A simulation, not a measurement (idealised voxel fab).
Title: Process Module voxel fin reveal
The cross-section on display is named cut; it measures 245 nm wide, and its cells are 5 nm squares.
If you're reading a cross-section in this doc, picture square cells in a grid; it comes to you as bands, top ones listed first down to the bottom, and a band can be one or more rows of cells.
Per band: top height and bottom height in nm, followed by the left-to-right materials and their widths in nm; "throughout" marks a single material spanning edge to edge, "empty" marks empty space.
Measure heights from 0. That's the level where, below it, the as-received wafer is all one material. The lowest band is bottomless and extends downward; write it as in "0 and below".
When a width is written as two numbers, as in "30->40", the first number is the width in the top row of cells of the band and the second is the width in its bottom row, and the width changes by the same amount from each row to the next.
When a step is marked "identical to before", none of the cells in the cross-section changed during that step.
The entry "Enclosed void catalog" lists the empty spaces that cover at least 8 cells and have no open path to the top. Each is written as width x height at distance, where the distance is measured from the left edge and all three values are in nm.
Note: text after step settings on the step line = simulator remark on that step.
"overlay nm", when on a step's line for a step with a mask, measures how far to the right of its planned place the mask lay; a negative measure means to the left.
Set out below are the planned steps of the process:
| 1 | RECEIVE,material Si |
| 2 | CONFORMAL_DEP,material SiN,thk nm 5 |
| 3 | PATTERN,tone cover,mask id FINS,material resist,width nm 15,pitch nm 35,thk nm 20,overlay nm 0 |
| 4 | DIRECTIONAL_ETCH,etch materials SiN,depth nm 5 |
| 5 | DIRECTIONAL_ETCH,etch materials Si,depth nm 40 |
| 6 | STRIP,etch materials resist |
| 7 | OXIDIZE,depth nm 5 |
| 8 | FILL_DEP,material SiO2,thk nm 15 |
| 9 | CMP,height nm 5 |
| 10 | SELECTIVE_ETCH,etch materials SiO2,depth nm 20 |
| 11 | STRIP,etch materials SiN |
Cross-sectional view of the wafer in its as-received condition, corresponding to the state after step 1:
    0 and below | Si throughout
    Enclosed void catalog: none
First of two wafers, end-of-module section, run followed plan:
    0 down to -15 | empty=85  Si=5  empty=30  Si=5  empty=30  Si=5  empty=85
    -15 down to -45 | SiO2=85  Si=5  SiO2=30  Si=5  SiO2=30  Si=5  SiO2=85
    -45 and below | Si throughout
    Enclosed void catalog: none
Cross-section, wafer two of two, end of module: same start and plan as wafer one, one error in execution:
    0 down to -40 | empty=80  SiO2=5  Si=5  SiO2=5  empty=20  SiO2=5  Si=5  SiO2=5  empty=20  SiO2=5  Si=5  SiO2=5  empty=80
    -40 down to -45 | SiO2=85  Si=5  SiO2=30  Si=5  SiO2=30  Si=5  SiO2=85
    -45 and below | Si throughout
    Enclosed void catalog: none
Which mistake was made when the wafer was run? note that step 8 departed from the planned setting and was carried out as FILL_DEP,material SiN,thk nm 15
End check, counted in cells, second wafer has more or fewer of these materials than the first: SiO2 -182
